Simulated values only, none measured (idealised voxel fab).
Herein follows the process module entitled voxel double patterning.
This is section cut - it's 200 nm across, gridded in 5 nm square cells.
Cross-section layout: square cells on a grid; listed as bands, top to bottom; a band spans one or more cell rows. Heights first: top, then bottom, in nm. Then materials, left to right, each with a width in nm. "everywhere" on a single material: fills the band edge to edge. "empty": empty space. All heights in this document are referenced to 0, defined as the level beneath which the wafer, as received, consists entirely of one material. The lowest band is not bounded below; it extends indefinitely downward and is written in the form "0 -> down". Think of "30 to 40" as a width that walks from the first number to the second as you go down the band, top row to bottom row, taking equal-sized steps from row to row. Step note "same as before" = no cross-section cell changed. Heads up: "Catalogued sealed voids" only lists the empty pockets with no open path to the top that are 8 cells or more, and it writes them as width x height at distance, distance from the left edge, in nm. Note: text after step settings on the step line = simulator remark on that step. When a step includes a mask, the "overlay nm" setting on its line states how far to the right of its planned place that mask lay, and negative values state how far to the left.
# Planned step list for the process
step 1: RECEIVE (material Si)
step 2: CONFORMAL_DEP (material SiO2; thk nm 10)
step 3: DIRECTIONAL_DEP (material polySi; thk nm 20)
step 4: DIRECTIONAL_DEP (material SiN; thk nm 5)
step 5: MASKED_ETCH (tone open; mask id FIRST; width nm 15; pitch nm 50; etch materials SiN; depth nm 5; overlay nm 0)
step 6: PATTERN (tone open; mask id SECOND; material resist; width nm 15; pitch nm 50; thk nm 15; overlay nm 0)
step 7: DIRECTIONAL_ETCH (etch materials SiN; depth nm 5)
step 8: STRIP (etch materials resist)
step 9: DIRECTIONAL_ETCH (etch materials polySi; depth nm 20)
step 10: STRIP (etch materials SiN)
# first wafer, as planned
# Cross-sectional view of the wafer in its as-received condition, corresponding to the state after step 1
* 0 -> down  Si everywhere
* Catalogued sealed voids: none
# State of the wafer after step 2, shown in cross-section
* 10 -> 0  SiO2 everywhere
* Unchanged below 0.
# State of the wafer after step 3, shown in cross-section
* 30 -> 10  polySi everywhere
* Unchanged below 10.
# State of the wafer after step 4, shown in cross-section
* 35 -> 30  SiN everywhere
* Unchanged below 30.
# State of the wafer after step 5, shown in cross-section
* 35 -> 30  SiN=40, empty=15, SiN=35, empty=15, SiN=35, empty=15, SiN=45
* Unchanged below 30.
# State of the wafer after step 6, shown in cross-section
* 50 -> 35  resist=65, empty=15, resist=35, empty=15, resist=70
* 35 -> 30  SiN=40, resist=15, SiN=35, resist=15, SiN=35, resist=15, SiN=45
* Unchanged below 30.
# State of the wafer after step 7, shown in cross-section
* 50 -> 35  resist=65, empty=15, resist=35, empty=15, resist=70
* 35 -> 30  SiN=40, resist=15, SiN=10, empty=15, SiN=10, resist=15, SiN=10, empty=15, SiN=10, resist=15, SiN=45
* Unchanged below 30.
# State of the wafer after step 8, shown in cross-section
* 35 -> 30  SiN=40, empty=15, SiN=10, empty=15, SiN=10, empty=15, SiN=10, empty=15, SiN=10, empty=15, SiN=45
* Unchanged below 30.
# State of the wafer after step 9, shown in cross-section
* 35 -> 30  SiN=40, empty=15, SiN=10, empty=15, SiN=10, empty=15, SiN=10, empty=15, SiN=10, empty=15, SiN=45
* 30 -> 10  polySi=40, empty=15, polySi=10, empty=15, polySi=10, empty=15, polySi=10, empty=15, polySi=10, empty=15, polySi=45
* Unchanged below 10.
# State of the wafer after step 10, shown in cross-section
* 30 -> 10  polySi=40, empty=15, polySi=10, empty=15, polySi=10, empty=15, polySi=10, empty=15, polySi=10, empty=15, polySi=45
* Unchanged below 10.
# Regarding the second of the two wafers: it shared the first wafer's starting condition and process plan, yet one error occurred during its execution. Its history coincides with that of the first wafer up to and including step 4
# Cross-section: second wafer, time at which step 5 was scheduled to end
* 35 -> 30  SiN=40, empty=20, SiN=30, empty=20, SiN=30, empty=20, SiN=40
* Unchanged below 30.
# Cross-section: second wafer, time at which step 6 was scheduled to end
* 50 -> 35  resist=65, empty=15, resist=35, empty=15, resist=70
* 35 -> 30  SiN=40, resist=20, SiN=30, resist=20, SiN=30, resist=20, SiN=40
* Unchanged below 30.
# Cross-section: second wafer, time at which step 7 was scheduled to end
* 50 -> 35  resist=65, empty=15, resist=35, empty=15, resist=70
* 35 -> 30  SiN=40, resist=20, SiN=5, empty=15, SiN=10, resist=20, SiN=5, empty=15, SiN=10, resist=20, SiN=40
* Unchanged below 30.
# Cross-section: second wafer, time at which step 8 was scheduled to end
* 35 -> 30  SiN=40, empty=20, SiN=5, empty=15, SiN=10, empty=20, SiN=5, empty=15, SiN=10, empty=20, SiN=40
* Unchanged below 30.
# Cross-section: second wafer, time at which step 9 was scheduled to end
* 35 -> 30  SiN=40, empty=20, SiN=5, empty=15, SiN=10, empty=20, SiN=5, empty=15, SiN=10, empty=20, SiN=40
* 30 -> 10  polySi=40, empty=20, polySi=5, empty=15, polySi=10, empty=20, polySi=5, empty=15, polySi=10, empty=20, polySi=40
* Unchanged below 10.
# Cross-section: second wafer, time at which step 10 was scheduled to end
* 30 -> 10  polySi=40, empty=20, polySi=5, empty=15, polySi=10, empty=20, polySi=5, empty=15, polySi=10, empty=20, polySi=40
* Unchanged below 10.
Want to know what went wrong? not per plan at step 5, really ran MASKED_ETCH (tone open; mask id FIRST; width nm 20; pitch nm 50; etch materials SiN; depth nm 5; overlay nm 0)
Final comparison by cell count, materials where the second wafer has more or fewer than the first: polySi -12
